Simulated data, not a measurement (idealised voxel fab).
process module | voxel transistor to metal
cross-section cut | 165 nm wide | cells 5 nm
A cross-section is a grid of square cells, given in bands from the top down. A band is one or more rows of cells.
Each band's line starts with the height of the band's top and of its bottom, in nm. Then come its materials from left to right, each with its width in nm. One material with "throughout" fills the band from edge to edge. "air" is empty space.
Height 0 is the level under which the wafer as received is all one material. The lowest band goes on downwards, as in "0 down".
A width such as "30 to 40" changes by the same amount from each row of cells to the next, from the band's top row to its bottom row.
"no change" after a step means that no cell of the cross-section changed.
closed voids: empty space of 8 cells or more with no open way to the top, each as width x height at its distance from the left edge, in nm
after a step's settings: what the simulator itself notes on the step
overlay nm, on a step with a mask: how far to the right of its planned place the mask lay; to the left if negative
plan
1 op RECEIVE | material Si
2 op CONFORMAL_DEP | material SiO2 | thk nm 5
3 op CONFORMAL_DEP | material SiN | thk nm 10
4 op MASKED_ETCH | tone cover | mask id ACTIVE | width nm 105 | etch materials SiN | depth nm 10 | overlay nm 0
5 op MASKED_ETCH | tone cover | mask id ACTIVE | width nm 105 | etch materials SiO2 | depth nm 5 | overlay nm 0
6 op MASKED_ETCH | tone cover | mask id ACTIVE | width nm 105 | etch materials Si | depth nm 30 | overlay nm 0
7 op FILL_DEP | material SiO2 | thk nm 5
8 op CMP | height nm 15
9 op SELECTIVE_ETCH | etch materials SiO2 | depth nm 10
10 op STRIP | etch materials SiN
11 op SELECTIVE_ETCH | etch materials SiO2 | depth nm 5
12 op OXIDIZE | depth nm 5
13 op DIRECTIONAL_DEP | material polySi | thk nm 25
14 op DIRECTIONAL_DEP | material SiCN | thk nm 15
15 op PATTERN | tone cover | mask id GATE | material resist | width nm 15 | thk nm 20 | overlay nm 0
16 op DIRECTIONAL_ETCH | etch materials SiCN | depth nm 25
17 op DIRECTIONAL_ETCH | etch materials polySi | depth nm 35
18 op STRIP | etch materials resist
19 op CONFORMAL_DEP | material SiO2 | thk nm 5
20 op DIRECTIONAL_ETCH | etch materials SiO2 | depth nm 5
21 op CONFORMAL_DEP | material SiN | thk nm 5
22 op DIRECTIONAL_ETCH | etch materials SiN | depth nm 5
23 op DIRECTIONAL_ETCH | etch materials SiO2 | depth nm 5
24 op DIRECTIONAL_ETCH | etch materials Si | depth nm 10
25 op EPI | material pSi | thk nm 15
26 op FILL_DEP | material SiO2 | thk nm 5
27 op CMP | height nm 40
28 op DIRECTIONAL_DEP | material SiO2 | thk nm 10
29 op DIRECTIONAL_DEP | material aC | thk nm 10
30 op PATTERN | tone open | mask id CONTACT | material resist | width nm 30 | pitch nm 55 | thk nm 25 | overlay nm 0
31 op DIRECTIONAL_ETCH | etch materials aC | depth nm 10
32 op STRIP | etch materials resist
33 op DIRECTIONAL_ETCH | etch materials SiO2 | depth nm 50
34 op STRIP | etch materials aC
35 op CONFORMAL_DEP | material TiN | thk nm 5
36 op FILL_DEP | material W | thk nm 10
37 op CMP | height nm 50
38 op DIRECTIONAL_DEP | material TiN | thk nm 5
39 op DIRECTIONAL_DEP | material W | thk nm 20
40 op MASKED_ETCH | tone cover | mask id METAL_1 | width nm 15 | pitch nm 70 | etch materials W | depth nm 20 | overlay nm 0
41 op MASKED_ETCH | tone cover | mask id METAL_1 | width nm 15 | pitch nm 70 | etch materials TiN | depth nm 5 | overlay nm 0
42 op FILL_DEP | material lowk | thk nm 10
43 op CMP | height nm 75
44 op CONFORMAL_DEP | material SiCN | thk nm 5
45 op DIRECTIONAL_DEP | material lowk | thk nm 25
46 op MASKED_ETCH | tone open | mask id METAL_2 | width nm 15 | pitch nm 70 | etch materials lowk | depth nm 15 | overlay nm 0
47 op MASKED_ETCH | tone open | mask id METAL_2_HOLES | width nm 15 | pitch nm 70 | etch materials lowk | depth nm 10 | overlay nm 0
48 op MASKED_ETCH | tone open | mask id METAL_2_HOLES | width nm 15 | pitch nm 70 | etch materials SiCN | depth nm 5 | overlay nm 0
49 op CONFORMAL_DEP | material TiN | thk nm 5
50 op FILL_DEP | material Cu | thk nm 10
51 op CMP | height nm 105
52 op CONFORMAL_DEP | material SiCN | thk nm 5
first wafer, as planned
as received, after step 1
  0 down: Si throughout
  closed voids: none
after step 2
  5 to 0: SiO2 throughout
  below 0: unchanged
after step 3
  15 to 5: SiN throughout
  below 5: unchanged
after step 4
  15 to 5: air 30 | SiN 105 | air 30
  below 5: unchanged
after step 5
  15 to 5: air 30 | SiN 105 | air 30
  5 to 0: air 30 | SiO2 105 | air 30
  below 0: unchanged
after step 6
  15 to 5: air 30 | SiN 105 | air 30
  5 to 0: air 30 | SiO2 105 | air 30
  0 to -30: air 30 | Si 105 | air 30
  below -30: unchanged
after step 7
  20 to 15: SiO2 throughout
  15 to 5: SiO2 30 | SiN 105 | SiO2 30
  5 to 0: SiO2 throughout
  0 to -30: SiO2 30 | Si 105 | SiO2 30
  below -30: unchanged
after step 8
  15 to 5: SiO2 30 | SiN 105 | SiO2 30
  below 5: unchanged
after step 9
  15 to 5: air 30 | SiN 105 | air 30
  below 5: unchanged
after step 10
  5 to 0: SiO2 throughout
  below 0: unchanged
after step 11
  0 to -30: SiO2 30 | Si 105 | SiO2 30
  below -30: unchanged
after step 12
  0 to -5: SiO2 throughout
  below -5: unchanged
after step 13
  25 to 0: polySi throughout
  below 0: unchanged
after step 14
  40 to 25: SiCN throughout
  below 25: unchanged
after step 15
  60 to 40: air 75 | resist 15 | air 75
  below 40: unchanged
after step 16
  60 to 40: air 75 | resist 15 | air 75
  40 to 25: air 75 | SiCN 15 | air 75
  below 25: unchanged
after step 17
  60 to 40: air 75 | resist 15 | air 75
  40 to 25: air 75 | SiCN 15 | air 75
  25 to 0: air 75 | polySi 15 | air 75
  below 0: unchanged
after step 18
  40 to 25: air 75 | SiCN 15 | air 75
  below 25: unchanged
after step 19
  45 to 40: air 70 | SiO2 25 | air 70
  40 to 25: air 70 | SiO2 5 | SiCN 15 | SiO2 5 | air 70
  25 to 5: air 70 | SiO2 5 | polySi 15 | SiO2 5 | air 70
  5 to 0: SiO2 75 | polySi 15 | SiO2 75
  below 0: unchanged
after step 20
  40 to 25: air 70 | SiO2 5 | SiCN 15 | SiO2 5 | air 70
  25 to 0: air 70 | SiO2 5 | polySi 15 | SiO2 5 | air 70
  below 0: unchanged
after step 21
  45 to 40: air 65 | SiN 35 | air 65
  40 to 25: air 65 | SiN 5 | SiO2 5 | SiCN 15 | SiO2 5 | SiN 5 | air 65
  25 to 5: air 65 | SiN 5 | SiO2 5 | polySi 15 | SiO2 5 | SiN 5 | air 65
  5 to 0: SiN 70 | SiO2 5 | polySi 15 | SiO2 5 | SiN 70
  below 0: unchanged
after step 22
  40 to 25: air 65 | SiN 5 | SiO2 5 | SiCN 15 | SiO2 5 | SiN 5 | air 65
  25 to 0: air 65 | SiN 5 | SiO2 5 | polySi 15 | SiO2 5 | SiN 5 | air 65
  below 0: unchanged
after step 23
  40 to 35: air 65 | SiN 5 | air 5 | SiCN 15 | air 5 | SiN 5 | air 65
  35 to 25: air 65 | SiN 5 | SiO2 5 | SiCN 15 | SiO2 5 | SiN 5 | air 65
  25 to 0: air 65 | SiN 5 | SiO2 5 | polySi 15 | SiO2 5 | SiN 5 | air 65
  0 to -5: air 65 | SiO2 35 | air 65
  below -5: unchanged
after step 24
  40 to 35: air 65 | SiN 5 | air 5 | SiCN 15 | air 5 | SiN 5 | air 65
  35 to 25: air 65 | SiN 5 | SiO2 5 | SiCN 15 | SiO2 5 | SiN 5 | air 65
  25 to 0: air 65 | SiN 5 | SiO2 5 | polySi 15 | SiO2 5 | SiN 5 | air 65
  0 to -5: air 65 | SiO2 35 | air 65
  -5 to -15: SiO2 30 | air 35 | Si 35 | air 35 | SiO2 30
  below -15: unchanged
after step 25
  40 to 35: air 65 | SiN 5 | air 5 | SiCN 15 | air 5 | SiN 5 | air 65
  35 to 25: air 65 | SiN 5 | SiO2 5 | SiCN 15 | SiO2 5 | SiN 5 | air 65
  25 to 10: air 65 | SiN 5 | SiO2 5 | polySi 15 | SiO2 5 | SiN 5 | air 65
  10 to 0: air 50 | pSi 15 | SiN 5 | SiO2 5 | polySi 15 | SiO2 5 | SiN 5 | pSi 15 | air 50
  0 to -5: air 25 | pSi 40 | SiO2 35 | pSi 40 | air 25
  -5 to -15: SiO2 30 | pSi 35 | Si 35 | pSi 35 | SiO2 30
  below -15: unchanged
after step 26
  45 to 40: SiO2 throughout
  40 to 25: SiO2 65 | SiN 5 | SiO2 5 | SiCN 15 | SiO2 5 | SiN 5 | SiO2 65
  25 to 10: SiO2 65 | SiN 5 | SiO2 5 | polySi 15 | SiO2 5 | SiN 5 | SiO2 65
  10 to 0: SiO2 50 | pSi 15 | SiN 5 | SiO2 5 | polySi 15 | SiO2 5 | SiN 5 | pSi 15 | SiO2 50
  0 to -5: SiO2 25 | pSi 40 | SiO2 35 | pSi 40 | SiO2 25
  below -5: unchanged
after step 27
  40 to 25: SiO2 65 | SiN 5 | SiO2 5 | SiCN 15 | SiO2 5 | SiN 5 | SiO2 65
  below 25: unchanged
after step 28
  50 to 40: SiO2 throughout
  below 40: unchanged
after step 29
  60 to 50: aC throughout
  below 50: unchanged
after step 30
  85 to 60: resist 40 | air 30 | resist 25 | air 30 | resist 40
  below 60: unchanged
after step 31
  75 to 60: resist 40 | air 30 | resist 25 | air 30 | resist 40
  60 to 50: aC 40 | air 30 | aC 25 | air 30 | aC 40
  below 50: unchanged
after step 32
  60 to 50: aC 40 | air 30 | aC 25 | air 30 | aC 40
  below 50: unchanged
after step 33
  60 to 50: aC 40 | air 30 | aC 25 | air 30 | aC 40
  50 to 40: SiO2 40 | air 30 | SiO2 25 | air 30 | SiO2 40
  40 to 25: SiO2 40 | air 25 | SiN 5 | SiO2 5 | SiCN 15 | SiO2 5 | SiN 5 | air 25 | SiO2 40
  25 to 10: SiO2 40 | air 25 | SiN 5 | SiO2 5 | polySi 15 | SiO2 5 | SiN 5 | air 25 | SiO2 40
  10 to 0: SiO2 40 | air 10 | pSi 15 | SiN 5 | SiO2 5 | polySi 15 | SiO2 5 | SiN 5 | pSi 15 | air 10 | SiO2 40
  below 0: unchanged
after step 34
  50 to 40: SiO2 40 | air 30 | SiO2 25 | air 30 | SiO2 40
  below 40: unchanged
after step 35
  55 to 50: TiN 45 | air 20 | TiN 35 | air 20 | TiN 45
  50 to 40: SiO2 40 | TiN 5 | air 20 to 15 | TiN 5 to 10 | SiO2 25 | TiN 5 to 10 | air 20 to 15 | TiN 5 | SiO2 40
  40 to 25: SiO2 40 | TiN 5 | air 15 | TiN 5 | SiN 5 | SiO2 5 | SiCN 15 | SiO2 5 | SiN 5 | TiN 5 | air 15 | TiN 5 | SiO2 40
  25 to 15: SiO2 40 | TiN 5 | air 15 | TiN 5 | SiN 5 | SiO2 5 | polySi 15 | SiO2 5 | SiN 5 | TiN 5 | air 15 | TiN 5 | SiO2 40
  15 to 10: SiO2 40 | TiN 25 | SiN 5 | SiO2 5 | polySi 15 | SiO2 5 | SiN 5 | TiN 25 | SiO2 40
  10 to 0: SiO2 40 | TiN 10 | pSi 15 | SiN 5 | SiO2 5 | polySi 15 | SiO2 5 | SiN 5 | pSi 15 | TiN 10 | SiO2 40
  below 0: unchanged
after step 36
  65 to 55: W throughout
  55 to 50: TiN 45 | W 20 | TiN 35 | W 20 | TiN 45
  50 to 40: SiO2 40 | TiN 5 | W 20 to 15 | TiN 5 to 10 | SiO2 25 | TiN 5 to 10 | W 20 to 15 | TiN 5 | SiO2 40
  40 to 25: SiO2 40 | TiN 5 | W 15 | TiN 5 | SiN 5 | SiO2 5 | SiCN 15 | SiO2 5 | SiN 5 | TiN 5 | W 15 | TiN 5 | SiO2 40
  25 to 15: SiO2 40 | TiN 5 | W 15 | TiN 5 | SiN 5 | SiO2 5 | polySi 15 | SiO2 5 | SiN 5 | TiN 5 | W 15 | TiN 5 | SiO2 40
  below 15: unchanged
after step 37
  50 to 40: SiO2 40 | TiN 5 | W 20 to 15 | TiN 5 to 10 | SiO2 25 | TiN 5 to 10 | W 20 to 15 | TiN 5 | SiO2 40
  below 40: unchanged
after step 38
  55 to 50: TiN throughout
  below 50: unchanged
after step 39
  75 to 55: W throughout
  below 55: unchanged
after step 40
  75 to 55: air 40 | W 15 | air 55 | W 15 | air 40
  below 55: unchanged
after step 41
  75 to 55: air 40 | W 15 | air 55 | W 15 | air 40
  55 to 50: air 40 | TiN 15 | air 55 | TiN 15 | air 40
  below 50: unchanged
after step 42
  85 to 75: lowk throughout
  75 to 55: lowk 40 | W 15 | lowk 55 | W 15 | lowk 40
  55 to 50: lowk 40 | TiN 15 | lowk 55 | TiN 15 | lowk 40
  below 50: unchanged
after step 43
  75 to 55: lowk 40 | W 15 | lowk 55 | W 15 | lowk 40
  below 55: unchanged
after step 44
  80 to 75: SiCN throughout
  below 75: unchanged
after step 45
  105 to 80: lowk throughout
  below 80: unchanged
after step 46
  105 to 90: lowk 40 | air 15 | lowk 55 | air 15 | lowk 40
  below 90: unchanged
after step 47
  105 to 80: lowk 40 | air 15 | lowk 55 | air 15 | lowk 40
  below 80: unchanged
after step 48
  105 to 80: lowk 40 | air 15 | lowk 55 | air 15 | lowk 40
  80 to 75: SiCN 40 | air 15 | SiCN 55 | air 15 | SiCN 40
  below 75: unchanged
after step 49
  110 to 105: TiN 45 | air 5 | TiN 65 | air 5 | TiN 45
  105 to 80: lowk 40 | TiN 5 | air 5 | TiN 5 | lowk 55 | TiN 5 | air 5 | TiN 5 | lowk 40
  80 to 75: SiCN 40 | TiN 15 | SiCN 55 | TiN 15 | SiCN 40
  below 75: unchanged
after step 50
  120 to 110: Cu throughout
  110 to 105: TiN 45 | Cu 5 | TiN 65 | Cu 5 | TiN 45
  105 to 80: lowk 40 | TiN 5 | Cu 5 | TiN 5 | lowk 55 | TiN 5 | Cu 5 | TiN 5 | lowk 40
  below 80: unchanged
after step 51
  105 to 80: lowk 40 | TiN 5 | Cu 5 | TiN 5 | lowk 55 | TiN 5 | Cu 5 | TiN 5 | lowk 40
  below 80: unchanged
after step 52
  110 to 105: SiCN throughout
  below 105: unchanged
second wafer: like start, like plan, one mistake. Through step 24 it matches the first wafer
when step 25 should have ended
  40 to 35: air 65 | SiN 5 | air 5 | SiCN 15 | air 5 | SiN 5 | air 65
  35 to 25: air 65 | SiN 5 | SiO2 5 | SiCN 15 | SiO2 5 | SiN 5 | air 65
  25 to 5: air 65 | SiN 5 | SiO2 5 | polySi 15 | SiO2 5 | SiN 5 | air 65
  5 to 0: air 55 | pSi 10 | SiN 5 | SiO2 5 | polySi 15 | SiO2 5 | SiN 5 | pSi 10 | air 55
  0 to -5: air 55 | pSi 10 | SiO2 35 | pSi 10 | air 55
  -5 to -15: SiO2 30 | pSi 35 | Si 35 | pSi 35 | SiO2 30
  below -15: unchanged
when step 26 should have ended
  45 to 40: SiO2 throughout
  40 to 25: SiO2 65 | SiN 5 | SiO2 5 | SiCN 15 | SiO2 5 | SiN 5 | SiO2 65
  25 to 5: SiO2 65 | SiN 5 | SiO2 5 | polySi 15 | SiO2 5 | SiN 5 | SiO2 65
  5 to 0: SiO2 55 | pSi 10 | SiN 5 | SiO2 5 | polySi 15 | SiO2 5 | SiN 5 | pSi 10 | SiO2 55
  0 to -5: SiO2 55 | pSi 10 | SiO2 35 | pSi 10 | SiO2 55
  below -5: unchanged
when step 27 should have ended
  40 to 25: SiO2 65 | SiN 5 | SiO2 5 | SiCN 15 | SiO2 5 | SiN 5 | SiO2 65
  below 25: unchanged
when step 28 should have ended
  50 to 40: SiO2 throughout
  below 40: unchanged
when step 29 should have ended
  60 to 50: aC throughout
  below 50: unchanged
when step 30 should have ended
  85 to 60: resist 40 | air 30 | resist 25 | air 30 | resist 40
  below 60: unchanged
when step 31 should have ended
  75 to 60: resist 40 | air 30 | resist 25 | air 30 | resist 40
  60 to 50: aC 40 | air 30 | aC 25 | air 30 | aC 40
  below 50: unchanged
when step 32 should have ended
  60 to 50: aC 40 | air 30 | aC 25 | air 30 | aC 40
  below 50: unchanged
when step 33 should have ended
  60 to 50: aC 40 | air 30 | aC 25 | air 30 | aC 40
  50 to 40: SiO2 40 | air 30 | SiO2 25 | air 30 | SiO2 40
  40 to 25: SiO2 40 | air 25 | SiN 5 | SiO2 5 | SiCN 15 | SiO2 5 | SiN 5 | air 25 | SiO2 40
  25 to 5: SiO2 40 | air 25 | SiN 5 | SiO2 5 | polySi 15 | SiO2 5 | SiN 5 | air 25 | SiO2 40
  5 to 0: SiO2 40 | air 15 | pSi 10 | SiN 5 | SiO2 5 | polySi 15 | SiO2 5 | SiN 5 | pSi 10 | air 15 | SiO2 40
  below 0: unchanged
when step 34 should have ended
  50 to 40: SiO2 40 | air 30 | SiO2 25 | air 30 | SiO2 40
  below 40: unchanged
when step 35 should have ended
  55 to 50: TiN 45 | air 20 | TiN 35 | air 20 | TiN 45
  50 to 40: SiO2 40 | TiN 5 | air 20 to 15 | TiN 5 to 10 | SiO2 25 | TiN 5 to 10 | air 20 to 15 | TiN 5 | SiO2 40
  40 to 25: SiO2 40 | TiN 5 | air 15 | TiN 5 | SiN 5 | SiO2 5 | SiCN 15 | SiO2 5 | SiN 5 | TiN 5 | air 15 | TiN 5 | SiO2 40
  25 to 10: SiO2 40 | TiN 5 | air 15 | TiN 5 | SiN 5 | SiO2 5 | polySi 15 | SiO2 5 | SiN 5 | TiN 5 | air 15 | TiN 5 | SiO2 40
  10 to 5: SiO2 40 | TiN 5 | air 5 | TiN 15 | SiN 5 | SiO2 5 | polySi 15 | SiO2 5 | SiN 5 | TiN 15 | air 5 | TiN 5 | SiO2 40
  5 to 0: SiO2 40 | TiN 15 | pSi 10 | SiN 5 | SiO2 5 | polySi 15 | SiO2 5 | SiN 5 | pSi 10 | TiN 15 | SiO2 40
  below 0: unchanged
when step 36 should have ended
  65 to 55: W throughout
  55 to 50: TiN 45 | W 20 | TiN 35 | W 20 | TiN 45
  50 to 40: SiO2 40 | TiN 5 | W 20 to 15 | TiN 5 to 10 | SiO2 25 | TiN 5 to 10 | W 20 to 15 | TiN 5 | SiO2 40
  40 to 25: SiO2 40 | TiN 5 | W 15 | TiN 5 | SiN 5 | SiO2 5 | SiCN 15 | SiO2 5 | SiN 5 | TiN 5 | W 15 | TiN 5 | SiO2 40
  25 to 10: SiO2 40 | TiN 5 | W 15 | TiN 5 | SiN 5 | SiO2 5 | polySi 15 | SiO2 5 | SiN 5 | TiN 5 | W 15 | TiN 5 | SiO2 40
  10 to 5: SiO2 40 | TiN 5 | W 5 | TiN 15 | SiN 5 | SiO2 5 | polySi 15 | SiO2 5 | SiN 5 | TiN 15 | W 5 | TiN 5 | SiO2 40
  below 5: unchanged
when step 37 should have ended
  50 to 40: SiO2 40 | TiN 5 | W 20 to 15 | TiN 5 to 10 | SiO2 25 | TiN 5 to 10 | W 20 to 15 | TiN 5 | SiO2 40
  below 40: unchanged
when step 38 should have ended
  55 to 50: TiN throughout
  below 50: unchanged
when step 39 should have ended
  75 to 55: W throughout
  below 55: unchanged
when step 40 should have ended
  75 to 55: air 40 | W 15 | air 55 | W 15 | air 40
  below 55: unchanged
when step 41 should have ended
  75 to 55: air 40 | W 15 | air 55 | W 15 | air 40
  55 to 50: air 40 | TiN 15 | air 55 | TiN 15 | air 40
  below 50: unchanged
when step 42 should have ended
  85 to 75: lowk throughout
  75 to 55: lowk 40 | W 15 | lowk 55 | W 15 | lowk 40
  55 to 50: lowk 40 | TiN 15 | lowk 55 | TiN 15 | lowk 40
  below 50: unchanged
when step 43 should have ended
  75 to 55: lowk 40 | W 15 | lowk 55 | W 15 | lowk 40
  below 55: unchanged
when step 44 should have ended
  80 to 75: SiCN throughout
  below 75: unchanged
when step 45 should have ended
  105 to 80: lowk throughout
  below 80: unchanged
when step 46 should have ended
  105 to 90: lowk 40 | air 15 | lowk 55 | air 15 | lowk 40
  below 90: unchanged
when step 47 should have ended
  105 to 80: lowk 40 | air 15 | lowk 55 | air 15 | lowk 40
  below 80: unchanged
when step 48 should have ended
  105 to 80: lowk 40 | air 15 | lowk 55 | air 15 | lowk 40
  80 to 75: SiCN 40 | air 15 | SiCN 55 | air 15 | SiCN 40
  below 75: unchanged
when step 49 should have ended
  110 to 105: TiN 45 | air 5 | TiN 65 | air 5 | TiN 45
  105 to 80: lowk 40 | TiN 5 | air 5 | TiN 5 | lowk 55 | TiN 5 | air 5 | TiN 5 | lowk 40
  80 to 75: SiCN 40 | TiN 15 | SiCN 55 | TiN 15 | SiCN 40
  below 75: unchanged
when step 50 should have ended
  120 to 110: Cu throughout
  110 to 105: TiN 45 | Cu 5 | TiN 65 | Cu 5 | TiN 45
  105 to 80: lowk 40 | TiN 5 | Cu 5 | TiN 5 | lowk 55 | TiN 5 | Cu 5 | TiN 5 | lowk 40
  below 80: unchanged
when step 51 should have ended
  105 to 80: lowk 40 | TiN 5 | Cu 5 | TiN 5 | lowk 55 | TiN 5 | Cu 5 | TiN 5 | lowk 40
  below 80: unchanged
when step 52 should have ended
  110 to 105: SiCN throughout
  below 105: unchanged
what went wrong: step 25 ran as: op EPI | material pSi | thk nm 10
at the end the second wafer has, in cells: 12 more of SiO2 | 8 more of W | 20 fewer of pSi
